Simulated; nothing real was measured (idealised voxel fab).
process module | voxel self aligned contacts
cross-section cut | 190 nm wide | cells 5 nm
A cross-section is a grid of square cells, given in bands from the top down. A band is one or more rows of cells.
Each band's line starts with the height of the band's top and of its bottom, in nm. Then come its materials from left to right, each with its width in nm. One material with "throughout" fills the band from edge to edge. "air" is empty space.
Height 0 is the level under which the wafer as received is all one material. The lowest band goes on downwards, as in "0 down".
A width such as "30 to 40" changes by the same amount from each row of cells to the next, from the band's top row to its bottom row.
"no change" after a step means that no cell of the cross-section changed.
closed voids: empty space of 8 cells or more with no open way to the top, each as width x height at its distance from the left edge, in nm
after a step's settings: what the simulator itself notes on the step
overlay nm, on a step with a mask: how far to the right of its planned place the mask lay; to the left if negative
Each pair below shows a cross-section before one step and the cross-section after it, down to the lowest band that changed. The line under each pair gives the step between them, with its settings. The pairs can come from different runs of this module on the same starting wafer, so a pair continues from the pair above only where its "before" says so.
before
  0 down: Si throughout
  closed voids: none
after
  0 to -5: SiO2 throughout
  below -5: unchanged
  closed voids: none
the step between: op OXIDIZE | depth nm 5
before: the cross-section after the pair above
after
  25 to 0: polySi throughout
  below 0: unchanged
  closed voids: none
the step between: op DIRECTIONAL_DEP | material polySi | thk nm 25
before: the cross-section after the pair above
after
  50 to 25: SiN throughout
  below 25: unchanged
  closed voids: none
the step between: op DIRECTIONAL_DEP | material SiN | thk nm 25
before: the cross-section after the pair above
after
  70 to 50: air 35 | resist 35 | air 45 | resist 35 | air 40
  below 50: unchanged
  closed voids: none
the step between: op PATTERN | tone cover | mask id GATE | material resist | width nm 35 | pitch nm 80 | thk nm 20 | overlay nm 0
before: the cross-section after the pair above
after
  70 to 50: air 35 | resist 35 | air 45 | resist 35 | air 40
  50 to 25: air 35 | SiN 35 | air 45 | SiN 35 | air 40
  below 25: unchanged
  closed voids: none
the step between: op DIRECTIONAL_ETCH | etch materials SiN | depth nm 25
before: the cross-section after the pair above
after
  70 to 50: air 35 | resist 35 | air 45 | resist 35 | air 40
  50 to 25: air 35 | SiN 35 | air 45 | SiN 35 | air 40
  25 to 0: air 35 | polySi 35 | air 45 | polySi 35 | air 40
  below 0: unchanged
  closed voids: none
the step between: op DIRECTIONAL_ETCH | etch materials polySi | depth nm 25
before: the cross-section after the pair above
after
  50 to 25: air 35 | SiN 35 | air 45 | SiN 35 | air 40
  below 25: unchanged
  closed voids: none
the step between: op STRIP | etch materials resist
before: the cross-section after the pair above
after
  60 to 25: air 25 | SiN 55 | air 25 | SiN 55 | air 30
  25 to 10: air 25 | SiN 10 | polySi 35 | SiN 10 | air 25 | SiN 10 | polySi 35 | SiN 10 | air 30
  10 to 0: SiN 35 | polySi 35 | SiN 45 | polySi 35 | SiN 40
  below 0: unchanged
  closed voids: none
the step between: op CONFORMAL_DEP | material SiN | thk nm 10
before: the cross-section after the pair above
after
  50 to 25: air 25 | SiN 55 | air 25 | SiN 55 | air 30
  25 to 0: air 25 | SiN 10 | polySi 35 | SiN 10 | air 25 | SiN 10 | polySi 35 | SiN 10 | air 30
  below 0: unchanged
  closed voids: none
the step between: op DIRECTIONAL_ETCH | etch materials SiN | depth nm 10
before: the cross-section after the pair above
after
  60 to 50: SiO2 throughout
  50 to 25: SiO2 25 | SiN 55 | SiO2 25 | SiN 55 | SiO2 30
  25 to 0: SiO2 25 | SiN 10 | polySi 35 | SiN 10 | SiO2 25 | SiN 10 | polySi 35 | SiN 10 | SiO2 30
  below 0: unchanged
  closed voids: none
the step between: op FILL_DEP | material SiO2 | thk nm 10
before: the cross-section after the pair above
after
  55 to 50: SiO2 throughout
  below 50: unchanged
  closed voids: none
the step between: op CMP | height nm 55
before: the cross-section after the pair above
after
  70 to 55: aC throughout
  below 55: unchanged
  closed voids: none
the step between: op DIRECTIONAL_DEP | material aC | thk nm 15
before: the cross-section after the pair above
after
  105 to 70: resist 65 | air 55 | resist 70
  below 70: unchanged
  closed voids: none
the step between: op PATTERN | tone open | mask id CONTACT | material resist | width nm 55 | thk nm 35 | overlay nm 0
before: the cross-section after the pair above
after
  90 to 70: resist 65 | air 55 | resist 70
  70 to 55: aC 65 | air 55 | aC 70
  below 55: unchanged
  closed voids: none
the step between: op DIRECTIONAL_ETCH | etch materials aC | depth nm 15
before: the cross-section after the pair above
after
  70 to 55: aC 65 | air 55 | aC 70
  below 55: unchanged
  closed voids: none
the step between: op STRIP | etch materials resist
before: the cross-section after the pair above
after
  70 to 55: aC 65 | air 55 | aC 70
  55 to 50: SiO2 65 | air 55 | SiO2 70
  50 to 25: SiO2 25 | SiN 55 | air 25 | SiN 55 | SiO2 30
  25 to 0: SiO2 25 | SiN 10 | polySi 35 | SiN 10 | air 25 | SiN 10 | polySi 35 | SiN 10 | SiO2 30
  0 to -5: SiO2 80 | air 25 | SiO2 85
  below -5: unchanged
  closed voids: none
the step between: op DIRECTIONAL_ETCH | etch materials SiO2 | depth nm 60
before: the cross-section after the pair above
after
  55 to 50: SiO2 65 | air 55 | SiO2 70
  below 50: unchanged
  closed voids: none
the step between: op STRIP | etch materials aC
before: the cross-section after the pair above
after
  60 to 55: TiN 70 | air 45 | TiN 75
  55 to 50: SiO2 65 | TiN 20 | air 15 | TiN 20 | SiO2 70
  50 to 25: SiO2 25 | SiN 55 | TiN 5 | air 15 | TiN 5 | SiN 55 | SiO2 30
  25 to 0: SiO2 25 | SiN 10 | polySi 35 | SiN 10 | TiN 5 | air 15 | TiN 5 | SiN 10 | polySi 35 | SiN 10 | SiO2 30
  0 to -5: SiO2 80 | TiN 25 | SiO2 85
  below -5: unchanged
  closed voids: none
the step between: op CONFORMAL_DEP | material TiN | thk nm 5
before: the cross-section after the pair above
after
  65 to 60: Ru throughout
  60 to 55: TiN 70 | Ru 45 | TiN 75
  55 to 50: SiO2 65 | TiN 20 | Ru 15 | TiN 20 | SiO2 70
  50 to 25: SiO2 25 | SiN 55 | TiN 5 | Ru 15 | TiN 5 | SiN 55 | SiO2 30
  25 to 0: SiO2 25 | SiN 10 | polySi 35 | SiN 10 | TiN 5 | Ru 15 | TiN 5 | SiN 10 | polySi 35 | SiN 10 | SiO2 30
  below 0: unchanged
  closed voids: none
the step between: op FILL_DEP | material Ru | thk nm 5
before: the cross-section after the pair above
after
  55 to 50: SiO2 65 | TiN 20 | Ru 15 | TiN 20 | SiO2 70
  below 50: unchanged
  closed voids: none
the step between: op CMP | height nm 55
before: the cross-section after the pair above
after
  60 to 55: SiN throughout
  below 55: unchanged
  closed voids: none
the step between: op CONFORMAL_DEP | material SiN | thk nm 5
before
  0 down: Si throughout
  closed voids: none
after
  25 to 0: polySi throughout
  below 0: unchanged
  closed voids: none
the step between: op DIRECTIONAL_DEP | material polySi | thk nm 25
before: the cross-section after the pair above
after
  50 to 25: SiN throughout
  below 25: unchanged
  closed voids: none
the step between: op DIRECTIONAL_DEP | material SiN | thk nm 25
before: the cross-section after the pair above
after
  70 to 50: air 35 | resist 35 | air 45 | resist 35 | air 40
  below 50: unchanged
  closed voids: none
the step between: op PATTERN | tone cover | mask id GATE | material resist | width nm 35 | pitch nm 80 | thk nm 20 | overlay nm 0
before: the cross-section after the pair above
after
  70 to 50: air 35 | resist 35 | air 45 | resist 35 | air 40
  50 to 25: air 35 | SiN 35 | air 45 | SiN 35 | air 40
  below 25: unchanged
  closed voids: none
the step between: op DIRECTIONAL_ETCH | etch materials SiN | depth nm 25
before: the cross-section after the pair above
after
  70 to 50: air 35 | resist 35 | air 45 | resist 35 | air 40
  50 to 25: air 35 | SiN 35 | air 45 | SiN 35 | air 40
  25 to 0: air 35 | polySi 35 | air 45 | polySi 35 | air 40
  below 0: unchanged
  closed voids: none
the step between: op DIRECTIONAL_ETCH | etch materials polySi | depth nm 25
before: the cross-section after the pair above
after
  50 to 25: air 35 | SiN 35 | air 45 | SiN 35 | air 40
  below 25: unchanged
  closed voids: none
the step between: op STRIP | etch materials resist
before: the cross-section after the pair above
after
  60 to 25: air 25 | SiN 55 | air 25 | SiN 55 | air 30
  25 to 10: air 25 | SiN 10 | polySi 35 | SiN 10 | air 25 | SiN 10 | polySi 35 | SiN 10 | air 30
  10 to 0: SiN 35 | polySi 35 | SiN 45 | polySi 35 | SiN 40
  below 0: unchanged
  closed voids: none
the step between: op CONFORMAL_DEP | material SiN | thk nm 10
before: the cross-section after the pair above
after
  50 to 25: air 25 | SiN 55 | air 25 | SiN 55 | air 30
  25 to 0: air 25 | SiN 10 | polySi 35 | SiN 10 | air 25 | SiN 10 | polySi 35 | SiN 10 | air 30
  below 0: unchanged
  closed voids: none
the step between: op DIRECTIONAL_ETCH | etch materials SiN | depth nm 10
before: the cross-section after the pair above
after
  60 to 50: SiO2 throughout
  50 to 25: SiO2 25 | SiN 55 | SiO2 25 | SiN 55 | SiO2 30
  25 to 0: SiO2 25 | SiN 10 | polySi 35 | SiN 10 | SiO2 25 | SiN 10 | polySi 35 | SiN 10 | SiO2 30
  below 0: unchanged
  closed voids: none
the step between: op FILL_DEP | material SiO2 | thk nm 10
before: the cross-section after the pair above
after
  55 to 50: SiO2 throughout
  below 50: unchanged
  closed voids: none
the step between: op CMP | height nm 55
before: the cross-section after the pair above
after
  70 to 55: aC throughout
  below 55: unchanged
  closed voids: none
the step between: op DIRECTIONAL_DEP | material aC | thk nm 15
before: the cross-section after the pair above
after
  105 to 70: resist 65 | air 55 | resist 70
  below 70: unchanged
  closed voids: none
the step between: op PATTERN | tone open | mask id CONTACT | material resist | width nm 55 | thk nm 35 | overlay nm 0
before: the cross-section after the pair above
after
  90 to 70: resist 65 | air 55 | resist 70
  70 to 55: aC 65 | air 55 | aC 70
  below 55: unchanged
  closed voids: none
the step between: op DIRECTIONAL_ETCH | etch materials aC | depth nm 15
before: the cross-section after the pair above
after
  70 to 55: aC 65 | air 55 | aC 70
  below 55: unchanged
  closed voids: none
the step between: op STRIP | etch materials resist
before: the cross-section after the pair above
after
  70 to 55: aC 65 | air 55 | aC 70
  55 to 50: SiO2 65 | air 55 | SiO2 70
  50 to 25: SiO2 25 | SiN 55 | air 25 | SiN 55 | SiO2 30
  25 to 0: SiO2 25 | SiN 10 | polySi 35 | SiN 10 | air 25 | SiN 10 | polySi 35 | SiN 10 | SiO2 30
  below 0: unchanged
  closed voids: none
the step between: op DIRECTIONAL_ETCH | etch materials SiO2 | depth nm 60
before: the cross-section after the pair above
after
  55 to 50: SiO2 65 | air 55 | SiO2 70
  below 50: unchanged
  closed voids: none
the step between: op STRIP | etch materials aC
before: the cross-section after the pair above
after
  60 to 55: TiN 70 | air 45 | TiN 75
  55 to 50: SiO2 65 | TiN 20 | air 15 | TiN 20 | SiO2 70
  50 to 25: SiO2 25 | SiN 55 | TiN 5 | air 15 | TiN 5 | SiN 55 | SiO2 30
  25 to 5: SiO2 25 | SiN 10 | polySi 35 | SiN 10 | TiN 5 | air 15 | TiN 5 | SiN 10 | polySi 35 | SiN 10 | SiO2 30
  5 to 0: SiO2 25 | SiN 10 | polySi 35 | SiN 10 | TiN 25 | SiN 10 | polySi 35 | SiN 10 | SiO2 30
  below 0: unchanged
  closed voids: none
the step between: op CONFORMAL_DEP | material TiN | thk nm 5
before: the cross-section after the pair above
after
  65 to 60: Ru throughout
  60 to 55: TiN 70 | Ru 45 | TiN 75
  55 to 50: SiO2 65 | TiN 20 | Ru 15 | TiN 20 | SiO2 70
  50 to 25: SiO2 25 | SiN 55 | TiN 5 | Ru 15 | TiN 5 | SiN 55 | SiO2 30
  25 to 5: SiO2 25 | SiN 10 | polySi 35 | SiN 10 | TiN 5 | Ru 15 | TiN 5 | SiN 10 | polySi 35 | SiN 10 | SiO2 30
  below 5: unchanged
  closed voids: none
the step between: op FILL_DEP | material Ru | thk nm 5
before: the cross-section after the pair above
after
  55 to 50: SiO2 65 | TiN 20 | Ru 15 | TiN 20 | SiO2 70
  below 50: unchanged
  closed voids: none
the step between: op CMP | height nm 55
before: the cross-section after the pair above
after
  60 to 55: SiN throughout
  below 55: unchanged
  closed voids: none
the step between: op CONFORMAL_DEP | material SiN | thk nm 5
before
  50 to 25: SiN throughout
  25 to 0: polySi throughout
  0 to -5: SiO2 throughout
  -5 down: Si throughout
  closed voids: none
after
  75 to 25: SiN throughout
  below 25: unchanged
  closed voids: none
the step between: op DIRECTIONAL_DEP | material SiN | thk nm 25
before: the cross-section after the pair above
after
  95 to 75: air 35 | resist 35 | air 45 | resist 35 | air 40
  below 75: unchanged
  closed voids: none
the step between: op PATTERN | tone cover | mask id GATE | material resist | width nm 35 | pitch nm 80 | thk nm 20 | overlay nm 0
before: the cross-section after the pair above
after
  95 to 75: air 35 | resist 35 | air 45 | resist 35 | air 40
  75 to 50: air 35 | SiN 35 | air 45 | SiN 35 | air 40
  below 50: unchanged
  closed voids: none
the step between: op DIRECTIONAL_ETCH | etch materials SiN | depth nm 25
before: the cross-section after the pair above
after
  75 to 50: air 35 | SiN 35 | air 45 | SiN 35 | air 40
  below 50: unchanged
  closed voids: none
the step between: op STRIP | etch materials resist
before: the cross-section after the pair above
after
  85 to 60: air 25 | SiN 55 | air 25 | SiN 55 | air 30
  60 to 25: SiN throughout
  below 25: unchanged
  closed voids: none
the step between: op CONFORMAL_DEP | material SiN | thk nm 10
before: the cross-section after the pair above
after
  75 to 50: air 25 | SiN 55 | air 25 | SiN 55 | air 30
  below 50: unchanged
  closed voids: none
the step between: op DIRECTIONAL_ETCH | etch materials SiN | depth nm 10
before: the cross-section after the pair above
after
  85 to 75: SiO2 throughout
  75 to 50: SiO2 25 | SiN 55 | SiO2 25 | SiN 55 | SiO2 30
  below 50: unchanged
  closed voids: none
the step between: op FILL_DEP | material SiO2 | thk nm 10
before: the cross-section after the pair above
after
  55 to 50: SiO2 25 | SiN 55 | SiO2 25 | SiN 55 | SiO2 30
  below 50: unchanged
  closed voids: none
the step between: op CMP | height nm 55
before: the cross-section after the pair above
after
  70 to 55: aC throughout
  below 55: unchanged
  closed voids: none
the step between: op DIRECTIONAL_DEP | material aC | thk nm 15
before: the cross-section after the pair above
after
  105 to 70: resist 65 | air 55 | resist 70
  below 70: unchanged
  closed voids: none
the step between: op PATTERN | tone open | mask id CONTACT | material resist | width nm 55 | thk nm 35 | overlay nm 0
before: the cross-section after the pair above
after
  90 to 70: resist 65 | air 55 | resist 70
  70 to 55: aC 65 | air 55 | aC 70
  below 55: unchanged
  closed voids: none
the step between: op DIRECTIONAL_ETCH | etch materials aC | depth nm 15
before: the cross-section after the pair above
after
  70 to 55: aC 65 | air 55 | aC 70
  below 55: unchanged
  closed voids: none
the step between: op STRIP | etch materials resist
before: the cross-section after the pair above
after
  70 to 55: aC 65 | air 55 | aC 70
  55 to 50: SiO2 25 | SiN 55 | air 25 | SiN 55 | SiO2 30
  below 50: unchanged
  closed voids: none
the step between: op DIRECTIONAL_ETCH | etch materials SiO2 | depth nm 60
before: the cross-section after the pair above
after
  55 to 50: SiO2 25 | SiN 55 | air 25 | SiN 55 | SiO2 30
  below 50: unchanged
  closed voids: none
the step between: op STRIP | etch materials aC
before: the cross-section after the pair above
after
  60 to 55: TiN 85 | air 15 | TiN 90
  55 to 50: SiO2 25 | SiN 55 | TiN 25 | SiN 55 | SiO2 30
  below 50: unchanged
  closed voids: none
the step between: op CONFORMAL_DEP | material TiN | thk nm 5
before: the cross-section after the pair above
after
  65 to 60: Ru throughout
  60 to 55: TiN 85 | Ru 15 | TiN 90
  below 55: unchanged
  closed voids: none
the step between: op FILL_DEP | material Ru | thk nm 5
before: the cross-section after the pair above
after
  55 to 50: SiO2 25 | SiN 55 | TiN 25 | SiN 55 | SiO2 30
  below 50: unchanged
  closed voids: none
the step between: op CMP | height nm 55
before: the cross-section after the pair above
after
  60 to 55: SiN throughout
  below 55: unchanged
  closed voids: none
the step between: op CONFORMAL_DEP | material SiN | thk nm 5
before
  50 to 25: air 35 | SiN 35 | air 45 | SiN 35 | air 40
  25 to 0: air 35 | polySi 35 | air 45 | polySi 35 | air 40
  0 to -5: SiO2 throughout
  -5 down: Si throughout
  closed voids: none
after
  40 to 25: air 35 | SiN 35 | air 45 | SiN 35 | air 40
  below 25: unchanged
  closed voids: none
the step between: op DIRECTIONAL_ETCH | etch materials SiN | depth nm 10
before: the cross-section after the pair above
after
  50 to 25: air 25 | SiN 55 | air 25 | SiN 55 | air 30
  25 to 10: air 25 | SiN 10 | polySi 35 | SiN 10 | air 25 | SiN 10 | polySi 35 | SiN 10 | air 30
  10 to 0: SiN 35 | polySi 35 | SiN 45 | polySi 35 | SiN 40
  below 0: unchanged
  closed voids: none
the step between: op CONFORMAL_DEP | material SiN | thk nm 10
before: the cross-section after the pair above
after
  60 to 50: SiO2 throughout
  50 to 25: SiO2 25 | SiN 55 | SiO2 25 | SiN 55 | SiO2 30
  25 to 10: SiO2 25 | SiN 10 | polySi 35 | SiN 10 | SiO2 25 | SiN 10 | polySi 35 | SiN 10 | SiO2 30
  below 10: unchanged
  closed voids: none
the step between: op FILL_DEP | material SiO2 | thk nm 10
before: the cross-section after the pair above
after
  55 to 50: SiO2 throughout
  below 50: unchanged
  closed voids: none
the step between: op CMP | height nm 55
before: the cross-section after the pair above
after
  70 to 55: aC throughout
  below 55: unchanged
  closed voids: none
the step between: op DIRECTIONAL_DEP | material aC | thk nm 15
before: the cross-section after the pair above
after
  105 to 70: resist 65 | air 55 | resist 70
  below 70: unchanged
  closed voids: none
the step between: op PATTERN | tone open | mask id CONTACT | material resist | width nm 55 | thk nm 35 | overlay nm 0
before: the cross-section after the pair above
after
  90 to 70: resist 65 | air 55 | resist 70
  70 to 55: aC 65 | air 55 | aC 70
  below 55: unchanged
  closed voids: none
the step between: op DIRECTIONAL_ETCH | etch materials aC | depth nm 15
before: the cross-section after the pair above
after
  70 to 55: aC 65 | air 55 | aC 70
  below 55: unchanged
  closed voids: none
the step between: op STRIP | etch materials resist
before: the cross-section after the pair above
after
  70 to 55: aC 65 | air 55 | aC 70
  55 to 50: SiO2 65 | air 55 | SiO2 70
  50 to 25: SiO2 25 | SiN 55 | air 25 | SiN 55 | SiO2 30
  25 to 10: SiO2 25 | SiN 10 | polySi 35 | SiN 10 | air 25 | SiN 10 | polySi 35 | SiN 10 | SiO2 30
  below 10: unchanged
  closed voids: none
the step between: op DIRECTIONAL_ETCH | etch materials SiO2 | depth nm 60
before: the cross-section after the pair above
after
  55 to 50: SiO2 65 | air 55 | SiO2 70
  below 50: unchanged
  closed voids: none
the step between: op STRIP | etch materials aC
before: the cross-section after the pair above
after
  60 to 55: TiN 70 | air 45 | TiN 75
  55 to 50: SiO2 65 | TiN 20 | air 15 | TiN 20 | SiO2 70
  50 to 25: SiO2 25 | SiN 55 | TiN 5 | air 15 | TiN 5 | SiN 55 | SiO2 30
  25 to 15: SiO2 25 | SiN 10 | polySi 35 | SiN 10 | TiN 5 | air 15 | TiN 5 | SiN 10 | polySi 35 | SiN 10 | SiO2 30
  15 to 10: SiO2 25 | SiN 10 | polySi 35 | SiN 10 | TiN 25 | SiN 10 | polySi 35 | SiN 10 | SiO2 30
  below 10: unchanged
  closed voids: none
the step between: op CONFORMAL_DEP | material TiN | thk nm 5
before: the cross-section after the pair above
after
  65 to 60: Ru throughout
  60 to 55: TiN 70 | Ru 45 | TiN 75
  55 to 50: SiO2 65 | TiN 20 | Ru 15 | TiN 20 | SiO2 70
  50 to 25: SiO2 25 | SiN 55 | TiN 5 | Ru 15 | TiN 5 | SiN 55 | SiO2 30
  25 to 15: SiO2 25 | SiN 10 | polySi 35 | SiN 10 | TiN 5 | Ru 15 | TiN 5 | SiN 10 | polySi 35 | SiN 10 | SiO2 30
  below 15: unchanged
  closed voids: none
the step between: op FILL_DEP | material Ru | thk nm 5
before: the cross-section after the pair above
after
  55 to 50: SiO2 65 | TiN 20 | Ru 15 | TiN 20 | SiO2 70
  below 50: unchanged
  closed voids: none
the step between: op CMP | height nm 55
before: the cross-section after the pair above
after
  60 to 55: SiN throughout
  below 55: unchanged
  closed voids: none
the step between: op CONFORMAL_DEP | material SiN | thk nm 5
before
  70 to 50: air 35 | resist 35 | air 45 | resist 35 | air 40
  50 to 25: SiN throughout
  25 to 0: polySi throughout
  0 to -5: SiO2 throughout
  -5 down: Si throughout
  closed voids: none
after
  70 to 50: air 35 | resist 35 | air 45 | resist 35 | air 40
  50 to 35: air 35 | SiN 35 | air 45 | SiN 35 | air 40
  below 35: unchanged
  closed voids: none
the step between: op DIRECTIONAL_ETCH | etch materials SiN | depth nm 15
before: the cross-section after the pair above
after
  50 to 35: air 35 | SiN 35 | air 45 | SiN 35 | air 40
  below 35: unchanged
  closed voids: none
the step between: op STRIP | etch materials resist
before: the cross-section after the pair above
after
  60 to 45: air 25 | SiN 55 | air 25 | SiN 55 | air 30
  45 to 25: SiN throughout
  below 25: unchanged
  closed voids: none
the step between: op CONFORMAL_DEP | material SiN | thk nm 10
before: the cross-section after the pair above
after
  50 to 35: air 25 | SiN 55 | air 25 | SiN 55 | air 30
  below 35: unchanged
  closed voids: none
the step between: op DIRECTIONAL_ETCH | etch materials SiN | depth nm 10
before: the cross-section after the pair above
after
  60 to 50: SiO2 throughout
  50 to 35: SiO2 25 | SiN 55 | SiO2 25 | SiN 55 | SiO2 30
  below 35: unchanged
  closed voids: none
the step between: op FILL_DEP | material SiO2 | thk nm 10
before: the cross-section after the pair above
after
  55 to 50: SiO2 throughout
  below 50: unchanged
  closed voids: none
the step between: op CMP | height nm 55
before: the cross-section after the pair above
after
  70 to 55: aC throughout
  below 55: unchanged
  closed voids: none
the step between: op DIRECTIONAL_DEP | material aC | thk nm 15
before: the cross-section after the pair above
after
  105 to 70: resist 65 | air 55 | resist 70
  below 70: unchanged
  closed voids: none
the step between: op PATTERN | tone open | mask id CONTACT | material resist | width nm 55 | thk nm 35 | overlay nm 0
before: the cross-section after the pair above
after
  90 to 70: resist 65 | air 55 | resist 70
  70 to 55: aC 65 | air 55 | aC 70
  below 55: unchanged
  closed voids: none
the step between: op DIRECTIONAL_ETCH | etch materials aC | depth nm 15
before: the cross-section after the pair above
after
  70 to 55: aC 65 | air 55 | aC 70
  below 55: unchanged
  closed voids: none
the step between: op STRIP | etch materials resist
before: the cross-section after the pair above
after
  70 to 55: aC 65 | air 55 | aC 70
  55 to 50: SiO2 65 | air 55 | SiO2 70
  50 to 35: SiO2 25 | SiN 55 | air 25 | SiN 55 | SiO2 30
  below 35: unchanged
  closed voids: none
the step between: op DIRECTIONAL_ETCH | etch materials SiO2 | depth nm 60
before: the cross-section after the pair above
after
  55 to 50: SiO2 65 | air 55 | SiO2 70
  below 50: unchanged
  closed voids: none
the step between: op STRIP | etch materials aC
before: the cross-section after the pair above
after
  60 to 55: TiN 70 | air 45 | TiN 75
  55 to 50: SiO2 65 | TiN 20 | air 15 | TiN 20 | SiO2 70
  50 to 40: SiO2 25 | SiN 55 | TiN 5 | air 15 | TiN 5 | SiN 55 | SiO2 30
  40 to 35: SiO2 25 | SiN 55 | TiN 25 | SiN 55 | SiO2 30
  below 35: unchanged
  closed voids: none
the step between: op CONFORMAL_DEP | material TiN | thk nm 5
before: the cross-section after the pair above
after
  65 to 60: Ru throughout
  60 to 55: TiN 70 | Ru 45 | TiN 75
  55 to 50: SiO2 65 | TiN 20 | Ru 15 | TiN 20 | SiO2 70
  50 to 40: SiO2 25 | SiN 55 | TiN 5 | Ru 15 | TiN 5 | SiN 55 | SiO2 30
  below 40: unchanged
  closed voids: none
the step between: op FILL_DEP | material Ru | thk nm 5
before: the cross-section after the pair above
after
  55 to 50: SiO2 65 | TiN 20 | Ru 15 | TiN 20 | SiO2 70
  below 50: unchanged
  closed voids: none
the step between: op CMP | height nm 55
before: the cross-section after the pair above
after
  60 to 55: SiN throughout
  below 55: unchanged
  closed voids: none
the step between: op CONFORMAL_DEP | material SiN | thk nm 5
before
  70 to 55: aC throughout
  55 to 50: SiO2 throughout
  50 to 25: SiO2 25 | SiN 55 | SiO2 25 | SiN 55 | SiO2 30
  25 to 0: SiO2 25 | SiN 10 | polySi 35 | SiN 10 | SiO2 25 | SiN 10 | polySi 35 | SiN 10 | SiO2 30
  0 to -5: SiO2 throughout
  -5 down: Si throughout
  closed voids: none
after
  105 to 70: resist 70 | air 50 | resist 70
  below 70: unchanged
  closed voids: none
the step between: op PATTERN | tone open | mask id CONTACT | material resist | width nm 50 | thk nm 35 | overlay nm 0
before: the cross-section after the pair above
after
  90 to 70: resist 70 | air 50 | resist 70
  70 to 55: aC 70 | air 50 | aC 70
  below 55: unchanged
  closed voids: none
the step between: op DIRECTIONAL_ETCH | etch materials aC | depth nm 15
before: the cross-section after the pair above
after
  70 to 55: aC 70 | air 50 | aC 70
  below 55: unchanged
  closed voids: none
the step between: op STRIP | etch materials resist
before: the cross-section after the pair above
after
  70 to 55: aC 70 | air 50 | aC 70
  55 to 50: SiO2 70 | air 50 | SiO2 70
  50 to 25: SiO2 25 | SiN 55 | air 25 | SiN 55 | SiO2 30
  25 to 0: SiO2 25 | SiN 10 | polySi 35 | SiN 10 | air 25 | SiN 10 | polySi 35 | SiN 10 | SiO2 30
  0 to -5: SiO2 80 | air 25 | SiO2 85
  below -5: unchanged
  closed voids: none
the step between: op DIRECTIONAL_ETCH | etch materials SiO2 | depth nm 60
before: the cross-section after the pair above
after
  55 to 50: SiO2 70 | air 50 | SiO2 70
  below 50: unchanged
  closed voids: none
the step between: op STRIP | etch materials aC
before: the cross-section after the pair above
after
  60 to 55: TiN 75 | air 40 | TiN 75
  55 to 50: SiO2 70 | TiN 15 | air 15 | TiN 20 | SiO2 70
  50 to 25: SiO2 25 | SiN 55 | TiN 5 | air 15 | TiN 5 | SiN 55 | SiO2 30
  25 to 0: SiO2 25 | SiN 10 | polySi 35 | SiN 10 | TiN 5 | air 15 | TiN 5 | SiN 10 | polySi 35 | SiN 10 | SiO2 30
  0 to -5: SiO2 80 | TiN 25 | SiO2 85
  below -5: unchanged
  closed voids: none
the step between: op CONFORMAL_DEP | material TiN | thk nm 5
before: the cross-section after the pair above
after
  65 to 60: Ru throughout
  60 to 55: TiN 75 | Ru 40 | TiN 75
  55 to 50: SiO2 70 | TiN 15 | Ru 15 | TiN 20 | SiO2 70
  50 to 25: SiO2 25 | SiN 55 | TiN 5 | Ru 15 | TiN 5 | SiN 55 | SiO2 30
  25 to 0: SiO2 25 | SiN 10 | polySi 35 | SiN 10 | TiN 5 | Ru 15 | TiN 5 | SiN 10 | polySi 35 | SiN 10 | SiO2 30
  below 0: unchanged
  closed voids: none
the step between: op FILL_DEP | material Ru | thk nm 5
before: the cross-section after the pair above
after
  55 to 50: SiO2 70 | TiN 15 | Ru 15 | TiN 20 | SiO2 70
  below 50: unchanged
  closed voids: none
the step between: op CMP | height nm 55
before: the cross-section after the pair above
after
  60 to 55: SiN throughout
  below 55: unchanged
  closed voids: none
the step between: op CONFORMAL_DEP | material SiN | thk nm 5
before
  70 to 55: aC throughout
  55 to 50: SiO2 throughout
  50 to 25: SiO2 25 | SiN 55 | SiO2 25 | SiN 55 | SiO2 30
  25 to 0: SiO2 25 | SiN 10 | polySi 35 | SiN 10 | SiO2 25 | SiN 10 | polySi 35 | SiN 10 | SiO2 30
  0 to -5: SiO2 throughout
  -5 down: Si throughout
  closed voids: none
after
  105 to 70: resist 60 | air 55 | resist 75
  below 70: unchanged
  closed voids: none
the step between: op PATTERN | tone open | mask id CONTACT | material resist | width nm 55 | thk nm 35 | overlay nm -5
before: the cross-section after the pair above
after
  90 to 70: resist 60 | air 55 | resist 75
  70 to 55: aC 60 | air 55 | aC 75
  below 55: unchanged
  closed voids: none
the step between: op DIRECTIONAL_ETCH | etch materials aC | depth nm 15
before: the cross-section after the pair above
after
  70 to 55: aC 60 | air 55 | aC 75
  below 55: unchanged
  closed voids: none
the step between: op STRIP | etch materials resist
before: the cross-section after the pair above
after
  70 to 55: aC 60 | air 55 | aC 75
  55 to 50: SiO2 60 | air 55 | SiO2 75
  50 to 25: SiO2 25 | SiN 55 | air 25 | SiN 55 | SiO2 30
  25 to 0: SiO2 25 | SiN 10 | polySi 35 | SiN 10 | air 25 | SiN 10 | polySi 35 | SiN 10 | SiO2 30
  0 to -5: SiO2 80 | air 25 | SiO2 85
  below -5: unchanged
  closed voids: none
the step between: op DIRECTIONAL_ETCH | etch materials SiO2 | depth nm 60
before: the cross-section after the pair above
after
  55 to 50: SiO2 60 | air 55 | SiO2 75
  below 50: unchanged
  closed voids: none
the step between: op STRIP | etch materials aC
before: the cross-section after the pair above
after
  60 to 55: TiN 65 | air 45 | TiN 80
  55 to 50: SiO2 60 | TiN 25 | air 15 | TiN 15 | SiO2 75
  50 to 25: SiO2 25 | SiN 55 | TiN 5 | air 15 | TiN 5 | SiN 55 | SiO2 30
  25 to 0: SiO2 25 | SiN 10 | polySi 35 | SiN 10 | TiN 5 | air 15 | TiN 5 | SiN 10 | polySi 35 | SiN 10 | SiO2 30
  0 to -5: SiO2 80 | TiN 25 | SiO2 85
  below -5: unchanged
  closed voids: none
the step between: op CONFORMAL_DEP | material TiN | thk nm 5
before: the cross-section after the pair above
after
  65 to 60: Ru throughout
  60 to 55: TiN 65 | Ru 45 | TiN 80
  55 to 50: SiO2 60 | TiN 25 | Ru 15 | TiN 15 | SiO2 75
  50 to 25: SiO2 25 | SiN 55 | TiN 5 | Ru 15 | TiN 5 | SiN 55 | SiO2 30
  25 to 0: SiO2 25 | SiN 10 | polySi 35 | SiN 10 | TiN 5 | Ru 15 | TiN 5 | SiN 10 | polySi 35 | SiN 10 | SiO2 30
  below 0: unchanged
  closed voids: none
the step between: op FILL_DEP | material Ru | thk nm 5
before: the cross-section after the pair above
after
  55 to 50: SiO2 60 | TiN 25 | Ru 15 | TiN 15 | SiO2 75
  below 50: unchanged
  closed voids: none
the step between: op CMP | height nm 55
before: the cross-section after the pair above
after
  60 to 55: SiN throughout
  below 55: unchanged
  closed voids: none
the step between: op CONFORMAL_DEP | material SiN | thk nm 5
